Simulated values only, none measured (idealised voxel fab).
The document below concerns the process module designated voxel transistor to metal.
The cross-section shown here is cut; it is 295 nm wide and divided into square cells measuring 5 nm on a side.
Reading order for cross-sections: top band down to bottom band. Underlying form: a grid of square cells. Band size: one or more rows of cells. Band entry format. Leading values: height of top, height of bottom, nm. Remainder: materials in left-to-right order, each with its width in nm. Special words: "all across" on a single material, which then fills the band edge to edge; "blank", empty space. Convention: height 0 is the level below which the wafer, as received, is all one material. The lowest band does not terminate at the bottom but continues downward, represented as "top 0, no bottom". Think of "30..40" as a width that walks from the first number to the second as you go down the band, top row to bottom row, taking equal-sized steps from row to row. You'll sometimes find "nothing got changed" written for a step, and that's the way of saying that nowhere in the cross-section did a cell change during that step. If an empty space has no open way to the top and is at least 8 cells in size, "Cavities, closed" lists it, written width x height at distance, where distance is measured from the left edge and every value is in nm. Formally, on a step line, whatever follows the settings is a remark that the simulator itself makes on the step. overlay nm: how far to the right of its planned place the mask lay on this masked step (negative: to the left).

Steps planned for the process:
step 1: RECEIVE with material Si
step 2: CONFORMAL_DEP with material SiO2, thk nm 5
step 3: CONFORMAL_DEP with material SiN, thk nm 10
step 4: PATTERN with tone cover, mask id ACTIVE, material resist, width nm 115, pitch nm 145, thk nm 15, overlay nm 0
step 5: DIRECTIONAL_ETCH with etch materials SiN, depth nm 10
step 6: DIRECTIONAL_ETCH with etch materials SiO2, depth nm 5
step 7: DIRECTIONAL_ETCH with etch materials Si, depth nm 20
step 8: STRIP with etch materials resist
step 9: OXIDIZE with depth nm 5
step 10: FILL_DEP with material SiO2, thk nm 5
step 11: CMP with height nm 15
step 12: SELECTIVE_ETCH with etch materials SiO2, depth nm 10
step 13: STRIP with etch materials SiN
step 14: SELECTIVE_ETCH with etch materials SiO2, depth nm 5
step 15: OXIDIZE with depth nm 5
step 16: DIRECTIONAL_DEP with material polySi, thk nm 30
step 17: DIRECTIONAL_DEP with material SiCN, thk nm 10
step 18: DIRECTIONAL_DEP with material aC, thk nm 10
step 19: PATTERN with tone cover, mask id GATE, material resist, width nm 35, pitch nm 145, thk nm 25, overlay nm 0
step 20: DIRECTIONAL_ETCH with etch materials aC, depth nm 10
step 21: STRIP with etch materials resist
step 22: DIRECTIONAL_ETCH with etch materials SiCN, depth nm 20
step 23: DIRECTIONAL_ETCH with etch materials polySi, depth nm 40
step 24: STRIP with etch materials aC
step 25: CONFORMAL_DEP with material SiN, thk nm 10
step 26: DIRECTIONAL_ETCH with etch materials SiN, depth nm 10
step 27: DIRECTIONAL_ETCH with etch materials SiO2, depth nm 5
step 28: EPI with material pSi, thk nm 5
step 29: FILL_DEP with material SiO2, thk nm 10
step 30: CMP with height nm 30
step 31: STRIP with etch materials polySi
step 32: SELECTIVE_ETCH with etch materials SiO2, depth nm 5
step 33: CONFORMAL_DEP with material HfO2, thk nm 5
step 34: CONFORMAL_DEP with material TiN, thk nm 5
step 35: FILL_DEP with material W, thk nm 10
step 36: CMP with height nm 25
step 37: DIRECTIONAL_DEP with material SiO2, thk nm 10
step 38: MASKED_ETCH with tone open, mask id CONTACT, width nm 15, etch materials SiO2, depth nm 35, overlay nm 0
step 39: CONFORMAL_DEP with material TiN, thk nm 5
step 40: FILL_DEP with material Ru, thk nm 5
step 41: CMP with height nm 35
step 42: DIRECTIONAL_DEP with material TiN, thk nm 5
step 43: DIRECTIONAL_DEP with material Ru, thk nm 15
step 44: DIRECTIONAL_DEP with material aC, thk nm 15
step 45: PATTERN with tone cover, mask id METAL_1, material resist, width nm 15, thk nm 30, overlay nm 0
step 46: DIRECTIONAL_ETCH with etch materials aC, depth nm 15
step 47: STRIP with etch materials resist
step 48: DIRECTIONAL_ETCH with etch materials Ru, depth nm 15
step 49: DIRECTIONAL_ETCH with etch materials TiN, depth nm 5
step 50: STRIP with etch materials aC
step 51: CONFORMAL_DEP with material SiN, thk nm 5
step 52: FILL_DEP with material lowk, thk nm 5
step 53: CMP with height nm 55
step 54: CONFORMAL_DEP with material SiN, thk nm 5

Cross-sectional view of the wafer in its as-received condition, corresponding to the state after step 1:
* top 0, no bottom = Si all across
* Cavities, closed: none

Looking at the first of two wafers in cross-section at end of module - ran to plan:
* top 60, bottom 55 = SiN all across
* top 55, bottom 40 = lowk: 20, then SiN: 5, then Ru: 15, then SiN: 5, then lowk: 55, then SiN: 5, then Ru: 15, then SiN: 5, then lowk: 40, then SiN: 5, then Ru: 15, then SiN: 5, then lowk: 55, then SiN: 5, then Ru: 15, then SiN: 5, then lowk: 25
* top 40, bottom 35 = SiN: 25, then TiN: 15, then SiN: 65, then TiN: 15, then SiN: 50, then TiN: 15, then SiN: 65, then TiN: 15, then SiN: 30
* top 35, bottom 25 = SiO2: 25, then TiN: 5, then Ru: 5, then TiN: 5, then SiO2: 65, then TiN: 5, then Ru: 5, then TiN: 5, then SiO2: 50, then TiN: 5, then Ru: 5, then TiN: 5, then SiO2: 65, then TiN: 5, then Ru: 5, then TiN: 5, then SiO2: 30
* top 25, bottom 5 = SiO2: 25, then TiN: 5, then Ru: 5, then TiN: 5, then SiO2: 5, then SiN: 10, then HfO2: 5, then TiN: 5, then W: 15, then TiN: 5, then HfO2: 5, then SiN: 10, then SiO2: 5, then TiN: 5, then Ru: 5, then TiN: 5, then SiO2: 50, then TiN: 5, then Ru: 5, then TiN: 5, then SiO2: 5, then SiN: 10, then HfO2: 5, then TiN: 5, then W: 15, then TiN: 5, then HfO2: 5, then SiN: 10, then SiO2: 5, then TiN: 5, then Ru: 5, then TiN: 5, then SiO2: 30
* top 5, bottom 0 = SiO2: 25, then TiN: 15, then SiO2: 5, then SiN: 10, then HfO2: 5, then TiN: 25, then HfO2: 5, then SiN: 10, then SiO2: 5, then TiN: 15, then SiO2: 50, then TiN: 15, then SiO2: 5, then SiN: 10, then HfO2: 5, then TiN: 25, then HfO2: 5, then SiN: 10, then SiO2: 5, then TiN: 15, then SiO2: 30
* top 0, bottom -5 = SiO2: 15, then pSi: 30, then SiO2: 5, then HfO2: 45, then SiO2: 5, then pSi: 30, then SiO2: 30, then pSi: 30, then SiO2: 5, then HfO2: 45, then SiO2: 5, then pSi: 30, then SiO2: 20
* top -5, bottom -25 = SiO2: 20, then Si: 105, then SiO2: 40, then Si: 105, then SiO2: 25
* top -25, no bottom = Si all across
* Cavities, closed: none

Wafer two cross-section, module end. Start and plan unchanged from wafer one; one mistake made during the run:
* top 60, bottom 55 = SiN all across
* top 55, bottom 40 = lowk: 20, then SiN: 5, then Ru: 15, then SiN: 5, then lowk: 55, then SiN: 5, then Ru: 15, then SiN: 5, then lowk: 40, then SiN: 5, then Ru: 15, then SiN: 5, then lowk: 55, then SiN: 5, then Ru: 15, then SiN: 5, then lowk: 25
* top 40, bottom 35 = SiN: 25, then TiN: 15, then SiN: 65, then TiN: 15, then SiN: 50, then TiN: 15, then SiN: 65, then TiN: 15, then SiN: 30
* top 35, bottom 25 = SiO2: 25, then TiN: 5, then Ru: 5, then TiN: 5, then SiO2: 65, then TiN: 5, then Ru: 5, then TiN: 5, then SiO2: 50, then TiN: 5, then Ru: 5, then TiN: 5, then SiO2: 65, then TiN: 5, then Ru: 5, then TiN: 5, then SiO2: 30
* top 25, bottom 5 = SiO2: 25, then TiN: 5, then Ru: 5, then TiN: 5, then SiO2: 10, then SiN: 10, then HfO2: 5, then TiN: 5, then W: 15, then TiN: 5, then HfO2: 5, then SiN: 10, then TiN: 5, then Ru: 5, then TiN: 5, then SiO2: 50, then TiN: 5, then Ru: 5, then TiN: 5, then SiO2: 10, then SiN: 10, then HfO2: 5, then TiN: 5, then W: 15, then TiN: 5, then HfO2: 5, then SiN: 10, then TiN: 5, then Ru: 5, then TiN: 5, then SiO2: 30
* top 5, bottom 0 = SiO2: 25, then TiN: 15, then SiO2: 10, then SiN: 10, then HfO2: 5, then TiN: 25, then HfO2: 5, then SiN: 10, then TiN: 15, then SiO2: 50, then TiN: 15, then SiO2: 10, then SiN: 10, then HfO2: 5, then TiN: 25, then HfO2: 5, then SiN: 10, then TiN: 15, then SiO2: 30
* top 0, bottom -5 = SiO2: 15, then pSi: 35, then SiO2: 5, then HfO2: 45, then SiO2: 5, then pSi: 25, then SiO2: 30, then pSi: 35, then SiO2: 5, then HfO2: 45, then SiO2: 5, then pSi: 25, then SiO2: 20
* top -5, bottom -25 = SiO2: 20, then Si: 105, then SiO2: 40, then Si: 105, then SiO2: 25
* top -25, no bottom = Si all across
* Cavities, closed: none
what went wrong: step 19, actual vs plan mismatch, actual run PATTERN with tone cover, mask id GATE, material resist, width nm 35, pitch nm 145, thk nm 25, overlay nm 5
At the close, every material occupies the same number of cells on the second wafer as on the first, only in different positions.
